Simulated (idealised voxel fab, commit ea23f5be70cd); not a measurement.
process module | voxel transistor to metal
Cross-section cut: width 185 nm, square cells of 5 nm.
Notation: cross-section as square-cell grid; stated in bands, top first, going down; one or more cell rows per band.
Band: top height; bottom height; in nm. Then, left to right: material with width in nm, for each material. "all across": a single material spanning edge to edge. "blank": empty space.
For the purposes of this specification, 0 denotes the height below which the wafer in its as-received condition is composed wholly of one material, and the lowermost band, lacking a lower limit, extends downward without end, as expressed in "0..down".
Note: "30..40" means the width goes from the first number (top row of the band) to the second number (bottom row) in equal steps per row of cells.
Where a step carries "nothing altered", the cross-section came out of it unchanged, cell for cell.
"Sealed internal voids" lists enclosed empty spaces (at least 8 cells, no open path upward to the top), each as width x height at distance from the left edge, in nm.
It should be noted that, on the line of a given step, the content following the step's settings is a remark produced by the simulator itself with respect to that step.
"overlay nm" answers the question of how far to the right of plan the mask lay on a step that has a mask, and when it is negative the answer is to the left.
So here's the lineup of process steps we planned
1: op RECEIVE | material Si
2: op OXIDIZE | depth nm 5
3: op CONFORMAL_DEP | material SiN | thk nm 10
4: op PATTERN | tone cover | mask id ACTIVE | material resist | width nm 120 | thk nm 15 | overlay nm 0
5: op DIRECTIONAL_ETCH | etch materials SiN | depth nm 10
6: op DIRECTIONAL_ETCH | etch materials SiO2 | depth nm 5
7: op DIRECTIONAL_ETCH | etch materials Si | depth nm 25
8: op STRIP | etch materials resist
9: op OXIDIZE | depth nm 5
10: op FILL_DEP | material SiO2 | thk nm 15
11: op CMP | height nm 10
12: op SELECTIVE_ETCH | etch materials SiO2 | depth nm 10
13: op STRIP | etch materials SiN
14: op SELECTIVE_ETCH | etch materials SiO2 | depth nm 5
15: op OXIDIZE | depth nm 5
16: op DIRECTIONAL_DEP | material polySi | thk nm 25
17: op DIRECTIONAL_DEP | material SiCN | thk nm 15
18: op PATTERN | tone cover | mask id GATE | material resist | width nm 30 | thk nm 15 | overlay nm 0
19: op DIRECTIONAL_ETCH | etch materials SiCN | depth nm 25
20: op DIRECTIONAL_ETCH | etch materials polySi | depth nm 35
21: op STRIP | etch materials resist
22: op CONFORMAL_DEP | material SiO2 | thk nm 5
23: op DIRECTIONAL_ETCH | etch materials SiO2 | depth nm 5
24: op CONFORMAL_DEP | material SiN | thk nm 5
25: op DIRECTIONAL_ETCH | etch materials SiN | depth nm 5
26: op DIRECTIONAL_ETCH | etch materials SiO2 | depth nm 5
27: op DIRECTIONAL_ETCH | etch materials Si | depth nm 5
28: op EPI | material nSi | thk nm 10
29: op FILL_DEP | material SiO2 | thk nm 10
30: op CMP | height nm 20
31: op STRIP | etch materials polySi
32: op SELECTIVE_ETCH | etch materials SiO2 | depth nm 5
33: op CONFORMAL_DEP | material HfO2 | thk nm 5
34: op CONFORMAL_DEP | material TiN | thk nm 5
35: op FILL_DEP | material W | thk nm 5
36: op CMP | height nm 15
37: op DIRECTIONAL_DEP | material SiO2 | thk nm 10
38: op DIRECTIONAL_DEP | material aC | thk nm 15
39: op PATTERN | tone open | mask id CONTACT | material resist | width nm 20 | pitch nm 90 | thk nm 30 | overlay nm 0
40: op DIRECTIONAL_ETCH | etch materials aC | depth nm 15
41: op STRIP | etch materials resist
42: op DIRECTIONAL_ETCH | etch materials SiO2 | depth nm 30
43: op STRIP | etch materials aC
44: op CONFORMAL_DEP | material TiN | thk nm 5
45: op FILL_DEP | material Ru | thk nm 10
46: op CMP | height nm 25
47: op CONFORMAL_DEP | material SiN | thk nm 5
48: op DIRECTIONAL_DEP | material lowk | thk nm 20
49: op MASKED_ETCH | tone open | mask id METAL_1 | width nm 20 | pitch nm 90 | etch materials lowk | depth nm 20 | overlay nm 0
50: op MASKED_ETCH | tone open | mask id METAL_1 | width nm 20 | pitch nm 90 | etch materials SiN | depth nm 5 | overlay nm 0
51: op CONFORMAL_DEP | material TiN | thk nm 5
52: op FILL_DEP | material W | thk nm 10
53: op CMP | height nm 50
54: op EPI | material Ru | thk nm 5
55: op FILL_DEP | material SiCN | thk nm 5
56: op DIRECTIONAL_DEP | material lowk | thk nm 30
57: op PATTERN | tone open | mask id METAL_2_HOLES | material resist | width nm 15 | pitch nm 90 | thk nm 20 | overlay nm 0
58: op DIRECTIONAL_ETCH | etch materials lowk | depth nm 30
59: op STRIP | etch materials resist
60: op PATTERN | tone open | mask id METAL_2 | material resist | width nm 20 | pitch nm 90 | thk nm 15 | overlay nm 0
61: op DIRECTIONAL_ETCH | etch materials lowk | depth nm 20
62: op DIRECTIONAL_ETCH | etch materials SiCN | depth nm 5
63: op STRIP | etch materials resist
64: op CONFORMAL_DEP | material TiN | thk nm 5
65: op FILL_DEP | material Cu | thk nm 10
66: op CMP | height nm 90
67: op CONFORMAL_DEP | material SiN | thk nm 5
Cross-section: wafer on arrival = after step 1
  0..down: Si all across
  Sealed internal voids: none
Cross-section taken at module completion on the first of two wafers; processed per the plan
  95..90: SiN all across
  90..75: 35 lowk | 5 TiN | 10 Cu | 5 TiN | 70 lowk | 5 TiN | 10 Cu | 5 TiN | 40 lowk
  75..70: 35 lowk | 5 TiN | 5 Cu | 10 TiN | 70 lowk | 5 TiN | 5 Cu | 10 TiN | 40 lowk
  70..60: 35 lowk | 5 TiN | 5 Cu | 5 TiN | 75 lowk | 5 TiN | 5 Cu | 5 TiN | 45 lowk
  60..55: 35 SiCN | 15 TiN | 75 SiCN | 15 TiN | 45 SiCN
  55..50: 30 SiCN | 30 Ru | 60 SiCN | 30 Ru | 35 SiCN
  50..30: 35 lowk | 5 TiN | 10 W | 5 TiN | 70 lowk | 5 TiN | 10 W | 5 TiN | 40 lowk
  30..25: 35 SiN | 20 TiN | 70 SiN | 20 TiN | 40 SiN
  25..15: 35 SiO2 | 5 TiN | 10 Ru | 5 TiN | 70 SiO2 | 5 TiN | 10 Ru | 5 TiN | 40 SiO2
  15..0: 35 SiO2 | 5 TiN | 10 Ru | 5 TiN | 10 SiO2 | 5 SiN | 5 HfO2 | 5 TiN | 20 W | 5 TiN | 5 HfO2 | 5 SiN | 10 SiO2 | 5 TiN | 10 Ru | 5 TiN | 40 SiO2
  0..-5: 35 SiO2 | 20 TiN | 10 nSi | 5 SiN | 5 HfO2 | 30 TiN | 5 HfO2 | 5 SiN | 10 nSi | 20 TiN | 40 SiO2
  -5..-10: 30 SiO2 | 35 nSi | 5 SiO2 | 40 HfO2 | 5 SiO2 | 35 nSi | 35 SiO2
  -10..-15: 35 SiO2 | 30 nSi | 50 Si | 30 nSi | 40 SiO2
  -15..-35: 35 SiO2 | 110 Si | 40 SiO2
  -35..down: Si all across
  Sealed internal voids: none
Now the second wafer, cross-sectioned at the end of the module. Nothing different at the start, nothing different in the plan compared with the first, just one mistake when it was actually run
  95..90: SiN all across
  90..75: 35 lowk | 5 TiN | 10 Cu | 5 TiN | 70 lowk | 5 TiN | 10 Cu | 5 TiN | 40 lowk
  75..70: 35 lowk | 5 TiN | 5 Cu | 10 TiN | 70 lowk | 5 TiN | 5 Cu | 10 TiN | 40 lowk
  70..60: 35 lowk | 5 TiN | 5 Cu | 5 TiN | 75 lowk | 5 TiN | 5 Cu | 5 TiN | 45 lowk
  60..55: 35 SiCN | 15 TiN | 75 SiCN | 15 TiN | 45 SiCN
  55..50: 30 SiCN | 30 Ru | 60 SiCN | 30 Ru | 35 SiCN
  50..45: 35 lowk | 5 TiN | 10 W | 5 TiN | 70 lowk | 5 TiN | 10 W | 5 TiN | 40 lowk
  45..40: 35 SiN | 20 TiN | 70 SiN | 20 TiN | 40 SiN
  40..30: Ru all across
  30..25: 40 TiN | 10 Ru | 80 TiN | 10 Ru | 45 TiN
  25..15: 35 SiO2 | 5 TiN | 10 Ru | 5 TiN | 70 SiO2 | 5 TiN | 10 Ru | 5 TiN | 40 SiO2
  15..0: 35 SiO2 | 5 TiN | 10 Ru | 5 TiN | 10 SiO2 | 5 SiN | 5 HfO2 | 5 TiN | 20 W | 5 TiN | 5 HfO2 | 5 SiN | 10 SiO2 | 5 TiN | 10 Ru | 5 TiN | 40 SiO2
  0..-5: 35 SiO2 | 20 TiN | 10 nSi | 5 SiN | 5 HfO2 | 30 TiN | 5 HfO2 | 5 SiN | 10 nSi | 20 TiN | 40 SiO2
  -5..-10: 30 SiO2 | 35 nSi | 5 SiO2 | 40 HfO2 | 5 SiO2 | 35 nSi | 35 SiO2
  -10..-15: 35 SiO2 | 30 nSi | 50 Si | 30 nSi | 40 SiO2
  -15..-35: 35 SiO2 | 110 Si | 40 SiO2
  -35..down: Si all across
  Sealed internal voids: none
Error vs. plan: plan step 46: skipped, not run
End check, counted in cells, second wafer has more or fewer of these materials than the first: 78 more of Ru; 21 more of TiN; 12 fewer of W; 87 fewer of lowk
